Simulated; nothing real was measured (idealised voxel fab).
The name of this process module is voxel double patterning.
The width of the displayed cross-section, cut, is 260 nm; its cells are square, with a size of 5 nm.
In this document a cross-section is written as a grid of square cells. It is given as a series of bands, listed from the top down, and a band is one or more rows of cells.
Top, bottom (nm), then materials left to right with widths (nm); lone material tagged "full width" fills the whole band edge to edge; "air" = empty space.
For the purposes of this specification, 0 denotes the height below which the wafer in its as-received condition is composed wholly of one material, and the lowermost band, lacking a lower limit, extends downward without end, as expressed in "0 down".
A width given as "30->40" starts at the first number in the band's top row and ends at the second number in its bottom row, shifting by an equal amount at every step from row to row.
Any step labelled "changes: none" changed none of the cells in the cross-section.
The list in "closed voids" covers empty spaces of 8 cells or more that cannot reach the top through any open way, and it gives each as width x height at distance; the distance is from the left edge, and width, height and distance are in nm.
Note: text after step settings on the step line = simulator remark on that step.
If you see "overlay nm" on a step's line and that step has a mask, it's telling you how far right of where it was planned the mask ended up; a negative number means it went left instead.

Planned process steps
step 1: RECEIVE (material Si)
step 2: CONFORMAL_DEP (material SiO2; thk nm 5)
step 3: DIRECTIONAL_DEP (material TiN; thk nm 15)
step 4: DIRECTIONAL_DEP (material SiCN; thk nm 10)
step 5: MASKED_ETCH (tone open; mask id FIRST; width nm 15; pitch nm 50; etch materials SiCN; depth nm 10; overlay nm 0)
step 6: MASKED_ETCH (tone open; mask id SECOND; width nm 15; pitch nm 50; etch materials SiCN; depth nm 10; overlay nm 0)
step 7: DIRECTIONAL_ETCH (etch materials TiN; depth nm 15)
step 8: STRIP (etch materials SiCN)

Here's what the wafer looked like in cross-section when it arrived - that's after step 1
- 0 down = Si full width
- closed voids: none

First of two wafers, end-of-module section, run followed plan
- 20 to 5 = 70 TiN, 15 air, 10 TiN, 15 air, 10 TiN, 15 air, 10 TiN, 15 air, 10 TiN, 15 air, 75 TiN
- 5 to 0 = SiO2 full width
- 0 down = Si full width
- closed voids: none

Same start, same plan as the first wafer - but one mistake in the run. Cross-section of the second of the two at the end of the module
- 20 to 5 = 70 TiN, 15 air, 5 TiN, 25 air, 5 TiN, 15 air, 5 TiN, 25 air, 5 TiN, 15 air, 75 TiN
- 5 to 0 = SiO2 full width
- 0 down = Si full width
- closed voids: none
Here's what went sideways: step 6 ran as: MASKED_ETCH (tone open; mask id SECOND; width nm 25; pitch nm 50; etch materials SiCN; depth nm 10; overlay nm 0)
It is noted that, at the conclusion of processing, the second wafer exhibits a higher or lower cell count for certain materials relative to the first: TiN -12
